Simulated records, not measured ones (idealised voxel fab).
Title: Process Module voxel self aligned vias
Each square cell in cross-section cut measures 5 nm, and the section as a whole is 255 nm wide.
In what follows, cross-sections appear as grids of square cells, described through bands that run from the top down, where every band is one or more rows of cells. Read a band's entry like this: the first values are the height of its top and the height of its bottom in nm, and what follows is the sequence of materials from left to right, each with its width in nm. Note that "blank" is empty space, and that a single material marked "all across" reaches across the band from edge to edge. Measure heights from 0. That's the level where, below it, the as-received wafer is all one material. The lowest band is bottomless and extends downward; write it as in "0 -> down". The two numbers in a width such as "30 to 40" mark its ends across the band: the first belongs to the top row of cells, the second to the bottom row, and from each row to the next the width moves by the same amount. Any step labelled "nothing altered" changed none of the cells in the cross-section. This entry, "Encapsulated voids", enumerates those empty regions of no fewer than 8 cells that possess no open connection to the top. Each region is reported in the form width x height at distance, the distance being taken from the left edge, with all three quantities expressed in nm. Read whatever lies past the settings on a step's line as the simulator's own remark about the step. overlay nm: for a step with a mask, the amount by which the mask lay right of where it was planned; a negative amount means left of it.
[The planned process steps are enumerated hereunder]
1,RECEIVE [material Si]
2,CONFORMAL_DEP [material SiO2] [thk nm 15]
3,CONFORMAL_DEP [material SiCN] [thk nm 5]
4,DIRECTIONAL_DEP [material SiO2] [thk nm 25]
5,PATTERN [tone open] [mask id LINES] [material resist] [width nm 25] [pitch nm 65] [thk nm 20] [overlay nm 0]
6,DIRECTIONAL_ETCH [etch materials SiO2] [depth nm 25]
7,STRIP [etch materials resist]
8,CONFORMAL_DEP [material TiN] [thk nm 5]
9,FILL_DEP [material W] [thk nm 10]
10,CMP [height nm 45]
11,SELECTIVE_ETCH [etch materials W Ru TiN] [depth nm 5]
12,FILL_DEP [material SiN] [thk nm 10]
13,CMP [height nm 45]
14,DIRECTIONAL_DEP [material SiO2] [thk nm 20]
15,DIRECTIONAL_DEP [material aC] [thk nm 15]
16,PATTERN [tone open] [mask id VIAS] [material resist] [width nm 45] [pitch nm 65] [thk nm 30] [overlay nm 0]
17,DIRECTIONAL_ETCH [etch materials aC] [depth nm 15]
18,STRIP [etch materials resist]
19,DIRECTIONAL_ETCH [etch materials SiO2] [depth nm 20]
20,DIRECTIONAL_ETCH [etch materials SiN] [depth nm 5]
21,STRIP [etch materials aC]
22,CONFORMAL_DEP [material TiN] [thk nm 5]
23,FILL_DEP [material W] [thk nm 5]
24,CMP [height nm 65]
25,CONFORMAL_DEP [material SiN] [thk nm 5]
[The first of two wafers, run as planned]
[Delivered wafer in cross-section: state after step 1]
> 0 -> down  Si all across
> Encapsulated voids: none
[The wafer in cross-section once step 2 is complete]
> 15 -> 0  SiO2 all across
> below 0: unchanged
[The wafer in cross-section once step 3 is complete]
> 20 -> 15  SiCN all across
> below 15: unchanged
[The wafer in cross-section once step 4 is complete]
> 45 -> 20  SiO2 all across
> below 20: unchanged
[The wafer in cross-section once step 5 is complete]
> 65 -> 45  50 nm resist / 25 nm blank / 40 nm resist / 25 nm blank / 40 nm resist / 25 nm blank / 50 nm resist
> below 45: unchanged
[The wafer in cross-section once step 6 is complete]
> 65 -> 45  50 nm resist / 25 nm blank / 40 nm resist / 25 nm blank / 40 nm resist / 25 nm blank / 50 nm resist
> 45 -> 20  50 nm SiO2 / 25 nm blank / 40 nm SiO2 / 25 nm blank / 40 nm SiO2 / 25 nm blank / 50 nm SiO2
> below 20: unchanged
[The wafer in cross-section once step 7 is complete]
> 45 -> 20  50 nm SiO2 / 25 nm blank / 40 nm SiO2 / 25 nm blank / 40 nm SiO2 / 25 nm blank / 50 nm SiO2
> below 20: unchanged
[The wafer in cross-section once step 8 is complete]
> 50 -> 45  55 nm TiN / 15 nm blank / 50 nm TiN / 15 nm blank / 50 nm TiN / 15 nm blank / 55 nm TiN
> 45 -> 25  50 nm SiO2 / 5 nm TiN / 15 nm blank / 5 nm TiN / 40 nm SiO2 / 5 nm TiN / 15 nm blank / 5 nm TiN / 40 nm SiO2 / 5 nm TiN / 15 nm blank / 5 nm TiN / 50 nm SiO2
> 25 -> 20  50 nm SiO2 / 25 nm TiN / 40 nm SiO2 / 25 nm TiN / 40 nm SiO2 / 25 nm TiN / 50 nm SiO2
> below 20: unchanged
[The wafer in cross-section once step 9 is complete]
> 60 -> 50  W all across
> 50 -> 45  55 nm TiN / 15 nm W / 50 nm TiN / 15 nm W / 50 nm TiN / 15 nm W / 55 nm TiN
> 45 -> 25  50 nm SiO2 / 5 nm TiN / 15 nm W / 5 nm TiN / 40 nm SiO2 / 5 nm TiN / 15 nm W / 5 nm TiN / 40 nm SiO2 / 5 nm TiN / 15 nm W / 5 nm TiN / 50 nm SiO2
> below 25: unchanged
[The wafer in cross-section once step 10 is complete]
> 45 -> 25  50 nm SiO2 / 5 nm TiN / 15 nm W / 5 nm TiN / 40 nm SiO2 / 5 nm TiN / 15 nm W / 5 nm TiN / 40 nm SiO2 / 5 nm TiN / 15 nm W / 5 nm TiN / 50 nm SiO2
> below 25: unchanged
[The wafer in cross-section once step 11 is complete]
> 45 -> 40  50 nm SiO2 / 25 nm blank / 40 nm SiO2 / 25 nm blank / 40 nm SiO2 / 25 nm blank / 50 nm SiO2
> below 40: unchanged
[The wafer in cross-section once step 12 is complete]
> 55 -> 45  SiN all across
> 45 -> 40  50 nm SiO2 / 25 nm SiN / 40 nm SiO2 / 25 nm SiN / 40 nm SiO2 / 25 nm SiN / 50 nm SiO2
> below 40: unchanged
[The wafer in cross-section once step 13 is complete]
> 45 -> 40  50 nm SiO2 / 25 nm SiN / 40 nm SiO2 / 25 nm SiN / 40 nm SiO2 / 25 nm SiN / 50 nm SiO2
> below 40: unchanged
[The wafer in cross-section once step 14 is complete]
> 65 -> 45  SiO2 all across
> below 45: unchanged
[The wafer in cross-section once step 15 is complete]
> 80 -> 65  aC all across
> below 65: unchanged
[The wafer in cross-section once step 16 is complete]
> 110 -> 80  40 nm resist / 45 nm blank / 20 nm resist / 45 nm blank / 20 nm resist / 45 nm blank / 40 nm resist
> below 80: unchanged
[The wafer in cross-section once step 17 is complete]
> 95 -> 80  40 nm resist / 45 nm blank / 20 nm resist / 45 nm blank / 20 nm resist / 45 nm blank / 40 nm resist
> 80 -> 65  40 nm aC / 45 nm blank / 20 nm aC / 45 nm blank / 20 nm aC / 45 nm blank / 40 nm aC
> below 65: unchanged
[The wafer in cross-section once step 18 is complete]
> 80 -> 65  40 nm aC / 45 nm blank / 20 nm aC / 45 nm blank / 20 nm aC / 45 nm blank / 40 nm aC
> below 65: unchanged
[The wafer in cross-section once step 19 is complete]
> 80 -> 65  40 nm aC / 45 nm blank / 20 nm aC / 45 nm blank / 20 nm aC / 45 nm blank / 40 nm aC
> 65 -> 45  40 nm SiO2 / 45 nm blank / 20 nm SiO2 / 45 nm blank / 20 nm SiO2 / 45 nm blank / 40 nm SiO2
> below 45: unchanged
[The wafer in cross-section once step 20 is complete]
> 80 -> 65  40 nm aC / 45 nm blank / 20 nm aC / 45 nm blank / 20 nm aC / 45 nm blank / 40 nm aC
> 65 -> 45  40 nm SiO2 / 45 nm blank / 20 nm SiO2 / 45 nm blank / 20 nm SiO2 / 45 nm blank / 40 nm SiO2
> 45 -> 40  50 nm SiO2 / 25 nm blank / 40 nm SiO2 / 25 nm blank / 40 nm SiO2 / 25 nm blank / 50 nm SiO2
> below 40: unchanged
[The wafer in cross-section once step 21 is complete]
> 65 -> 45  40 nm SiO2 / 45 nm blank / 20 nm SiO2 / 45 nm blank / 20 nm SiO2 / 45 nm blank / 40 nm SiO2
> below 45: unchanged
[The wafer in cross-section once step 22 is complete]
> 70 -> 65  45 nm TiN / 35 nm blank / 30 nm TiN / 35 nm blank / 30 nm TiN / 35 nm blank / 45 nm TiN
> 65 -> 50  40 nm SiO2 / 5 nm TiN / 35 nm blank / 5 nm TiN / 20 nm SiO2 / 5 nm TiN / 35 nm blank / 5 nm TiN / 20 nm SiO2 / 5 nm TiN / 35 nm blank / 5 nm TiN / 40 nm SiO2
> 50 -> 45  40 nm SiO2 / 15 nm TiN / 15 nm blank / 15 nm TiN / 20 nm SiO2 / 15 nm TiN / 15 nm blank / 15 nm TiN / 20 nm SiO2 / 15 nm TiN / 15 nm blank / 15 nm TiN / 40 nm SiO2
> 45 -> 40  50 nm SiO2 / 25 nm TiN / 40 nm SiO2 / 25 nm TiN / 40 nm SiO2 / 25 nm TiN / 50 nm SiO2
> below 40: unchanged
[The wafer in cross-section once step 23 is complete]
> 75 -> 70  W all across
> 70 -> 65  45 nm TiN / 35 nm W / 30 nm TiN / 35 nm W / 30 nm TiN / 35 nm W / 45 nm TiN
> 65 -> 50  40 nm SiO2 / 5 nm TiN / 35 nm W / 5 nm TiN / 20 nm SiO2 / 5 nm TiN / 35 nm W / 5 nm TiN / 20 nm SiO2 / 5 nm TiN / 35 nm W / 5 nm TiN / 40 nm SiO2
> 50 -> 45  40 nm SiO2 / 15 nm TiN / 15 nm W / 15 nm TiN / 20 nm SiO2 / 15 nm TiN / 15 nm W / 15 nm TiN / 20 nm SiO2 / 15 nm TiN / 15 nm W / 15 nm TiN / 40 nm SiO2
> below 45: unchanged
[The wafer in cross-section once step 24 is complete]
> 65 -> 50  40 nm SiO2 / 5 nm TiN / 35 nm W / 5 nm TiN / 20 nm SiO2 / 5 nm TiN / 35 nm W / 5 nm TiN / 20 nm SiO2 / 5 nm TiN / 35 nm W / 5 nm TiN / 40 nm SiO2
> below 50: unchanged
[The wafer in cross-section once step 25 is complete]
> 70 -> 65  SiN all across
> below 65: unchanged
[Wafer two of two - same starting point, same process plan, one mistake in execution; matches wafer one up to and including step 15]
[Second wafer, sectioned view, at step 16's planned end time]
> 110 -> 80  45 nm resist / 35 nm blank / 30 nm resist / 35 nm blank / 30 nm resist / 35 nm blank / 45 nm resist
> below 80: unchanged
[Second wafer, sectioned view, at step 17's planned end time]
> 95 -> 80  45 nm resist / 35 nm blank / 30 nm resist / 35 nm blank / 30 nm resist / 35 nm blank / 45 nm resist
> 80 -> 65  45 nm aC / 35 nm blank / 30 nm aC / 35 nm blank / 30 nm aC / 35 nm blank / 45 nm aC
> below 65: unchanged
[Second wafer, sectioned view, at step 18's planned end time]
> 80 -> 65  45 nm aC / 35 nm blank / 30 nm aC / 35 nm blank / 30 nm aC / 35 nm blank / 45 nm aC
> below 65: unchanged
[Second wafer, sectioned view, at step 19's planned end time]
> 80 -> 65  45 nm aC / 35 nm blank / 30 nm aC / 35 nm blank / 30 nm aC / 35 nm blank / 45 nm aC
> 65 -> 45  45 nm SiO2 / 35 nm blank / 30 nm SiO2 / 35 nm blank / 30 nm SiO2 / 35 nm blank / 45 nm SiO2
> below 45: unchanged
[Second wafer, sectioned view, at step 20's planned end time]
> 80 -> 65  45 nm aC / 35 nm blank / 30 nm aC / 35 nm blank / 30 nm aC / 35 nm blank / 45 nm aC
> 65 -> 45  45 nm SiO2 / 35 nm blank / 30 nm SiO2 / 35 nm blank / 30 nm SiO2 / 35 nm blank / 45 nm SiO2
> 45 -> 40  50 nm SiO2 / 25 nm blank / 40 nm SiO2 / 25 nm blank / 40 nm SiO2 / 25 nm blank / 50 nm SiO2
> below 40: unchanged
[Second wafer, sectioned view, at step 21's planned end time]
> 65 -> 45  45 nm SiO2 / 35 nm blank / 30 nm SiO2 / 35 nm blank / 30 nm SiO2 / 35 nm blank / 45 nm SiO2
> below 45: unchanged
[Second wafer, sectioned view, at step 22's planned end time]
> 70 -> 65  50 nm TiN / 25 nm blank / 40 nm TiN / 25 nm blank / 40 nm TiN / 25 nm blank / 50 nm TiN
> 65 -> 50  45 nm SiO2 / 5 nm TiN / 25 nm blank / 5 nm TiN / 30 nm SiO2 / 5 nm TiN / 25 nm blank / 5 nm TiN / 30 nm SiO2 / 5 nm TiN / 25 nm blank / 5 nm TiN / 45 nm SiO2
> 50 -> 45  45 nm SiO2 / 10 nm TiN / 15 nm blank / 10 nm TiN / 30 nm SiO2 / 10 nm TiN / 15 nm blank / 10 nm TiN / 30 nm SiO2 / 10 nm TiN / 15 nm blank / 10 nm TiN / 45 nm SiO2
> 45 -> 40  50 nm SiO2 / 25 nm TiN / 40 nm SiO2 / 25 nm TiN / 40 nm SiO2 / 25 nm TiN / 50 nm SiO2
> below 40: unchanged
[Second wafer, sectioned view, at step 23's planned end time]
> 75 -> 70  W all across
> 70 -> 65  50 nm TiN / 25 nm W / 40 nm TiN / 25 nm W / 40 nm TiN / 25 nm W / 50 nm TiN
> 65 -> 50  45 nm SiO2 / 5 nm TiN / 25 nm W / 5 nm TiN / 30 nm SiO2 / 5 nm TiN / 25 nm W / 5 nm TiN / 30 nm SiO2 / 5 nm TiN / 25 nm W / 5 nm TiN / 45 nm SiO2
> 50 -> 45  45 nm SiO2 / 10 nm TiN / 15 nm W / 10 nm TiN / 30 nm SiO2 / 10 nm TiN / 15 nm W / 10 nm TiN / 30 nm SiO2 / 10 nm TiN / 15 nm W / 10 nm TiN / 45 nm SiO2
> below 45: unchanged
[Second wafer, sectioned view, at step 24's planned end time]
> 65 -> 50  45 nm SiO2 / 5 nm TiN / 25 nm W / 5 nm TiN / 30 nm SiO2 / 5 nm TiN / 25 nm W / 5 nm TiN / 30 nm SiO2 / 5 nm TiN / 25 nm W / 5 nm TiN / 45 nm SiO2
> below 50: unchanged
[Second wafer, sectioned view, at step 25's planned end time]
> 70 -> 65  SiN all across
> below 65: unchanged
Diagnosis: planned and actual differ for step 16; actual: PATTERN [tone open] [mask id VIAS] [material resist] [width nm 35] [pitch nm 65] [thk nm 30] [overlay nm 0]
Cell-count delta at end, second wafer over first, by material: SiO2: 24 more | TiN: 6 fewer | W: 18 fewer
